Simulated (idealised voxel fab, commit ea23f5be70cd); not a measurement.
process module | voxel self aligned contacts
cross-section cut | 235 nm wide | cells 5 nm
A cross-section is a grid of square cells, given in bands from the top down. A band is one or more rows of cells.
Each band's line starts with the height of the band's top and of its bottom, in nm. Then come its materials from left to right, each with its width in nm. One material with "throughout" fills the band from edge to edge. "air" is empty space.
Height 0 is the level under which the wafer as received is all one material. The lowest band goes on downwards, as in "0 down".
A width such as "30 to 40" changes by the same amount from each row of cells to the next, from the band's top row to its bottom row.
"no change" after a step means that no cell of the cross-section changed.
closed voids: empty space of 8 cells or more with no open way to the top, each as width x height at its distance from the left edge, in nm
after a step's settings: what the simulator itself notes on the step
overlay nm, on a step with a mask: how far to the right of its planned place the mask lay; to the left if negative
plan
1 op RECEIVE | material Si
2 op CONFORMAL_DEP | material SiO2 | thk nm 5
3 op DIRECTIONAL_DEP | material polySi | thk nm 30
4 op DIRECTIONAL_DEP | material SiN | thk nm 20
5 op DIRECTIONAL_DEP | material aC | thk nm 15
6 op PATTERN | tone cover | mask id GATE | material resist | width nm 25 | pitch nm 75 | thk nm 30 | overlay nm 0
7 op DIRECTIONAL_ETCH | etch materials aC | depth nm 15
8 op STRIP | etch materials resist
9 op DIRECTIONAL_ETCH | etch materials SiN | depth nm 20
10 op DIRECTIONAL_ETCH | etch materials polySi | depth nm 30
11 op STRIP | etch materials aC
12 op CONFORMAL_DEP | material SiN | thk nm 10
13 op DIRECTIONAL_ETCH | etch materials SiN | depth nm 10
14 op FILL_DEP | material SiO2 | thk nm 20
15 op CMP | height nm 65
16 op DIRECTIONAL_DEP | material aC | thk nm 15
17 op PATTERN | tone open | mask id CONTACT | material resist | width nm 50 | pitch nm 75 | thk nm 35 | overlay nm 0
18 op DIRECTIONAL_ETCH | etch materials aC | depth nm 15
19 op STRIP | etch materials resist
20 op DIRECTIONAL_ETCH | etch materials SiO2 | depth nm 65
21 op STRIP | etch materials aC
22 op CONFORMAL_DEP | material TiN | thk nm 5
23 op FILL_DEP | material W | thk nm 10
24 op CMP | height nm 65
25 op CONFORMAL_DEP | material SiCN | thk nm 5
varied across the wafers: width nm of step 6. The plan shows the first wafer's value. All wafers start alike
first wafer as received, after step 1
  0 down: Si throughout
  closed voids: none
first wafer at the end, after step 25
  70 to 65: SiCN throughout
  65 to 55: SiO2 55 | TiN 5 to 15 | W 40 to 20 | TiN 5 to 15 | SiO2 25 | TiN 5 to 15 | W 40 to 20 | TiN 5 to 15 | SiO2 55
  55 to 35: SiO2 20 | SiN 45 | TiN 5 | W 20 | TiN 5 | SiN 45 | TiN 5 | W 20 | TiN 5 | SiN 45 | SiO2 20
  35 to 5: SiO2 20 | SiN 10 | polySi 25 | SiN 10 | TiN 5 | W 20 | TiN 5 | SiN 10 | polySi 25 | SiN 10 | TiN 5 | W 20 | TiN 5 | SiN 10 | polySi 25 | SiN 10 | SiO2 20
  5 to 0: SiO2 65 | TiN 30 | SiO2 45 | TiN 30 | SiO2 65
  0 down: Si throughout
  closed voids: none
last wafer at the end
  70 to 65: SiCN throughout
  65 to 60: SiO2 55 | TiN 5 | W 40 | TiN 5 | SiO2 25 | TiN 5 | W 40 | TiN 5 | SiO2 55
  60 to 55: SiO2 55 | TiN 50 | SiO2 25 | TiN 50 | SiO2 55
  55 to 35: SiO2 10 | SiN 70 | TiN 5 | SiN 70 | TiN 5 | SiN 70 | SiO2 5
  35 to 5: SiO2 10 | SiN 10 | polySi 50 | SiN 10 | TiN 5 | SiN 10 | polySi 50 | SiN 10 | TiN 5 | SiN 10 | polySi 50 | SiN 10 | SiO2 5
  5 to 0: SiO2 80 | TiN 5 | SiO2 70 | TiN 5 | SiO2 75
  0 down: Si throughout
  closed voids: none
each wafer at the end: cells of each material gained (+) or lost (-) since it was received, then its closed voids
width nm 25 | +47 SiCN | +180 SiN | +169 SiO2 | +68 TiN | +104 W | +90 polySi | closed voids: none
width nm 30 | +47 SiCN | +192 SiN | +161 SiO2 | +68 TiN | +82 W | +108 polySi | closed voids: none
width nm 35 | +47 SiCN | +204 SiN | +153 SiO2 | +68 TiN | +60 W | +126 polySi | closed voids: none
width nm 40 | +47 SiCN | +216 SiN | +145 SiO2 | +68 TiN | +38 W | +144 polySi | closed voids: none
width nm 45 | +47 SiCN | +228 SiN | +137 SiO2 | +68 TiN | +16 W | +162 polySi | closed voids: none
width nm 50 | +47 SiCN | +240 SiN | +129 SiO2 | +46 TiN | +16 W | +180 polySi | closed voids: none
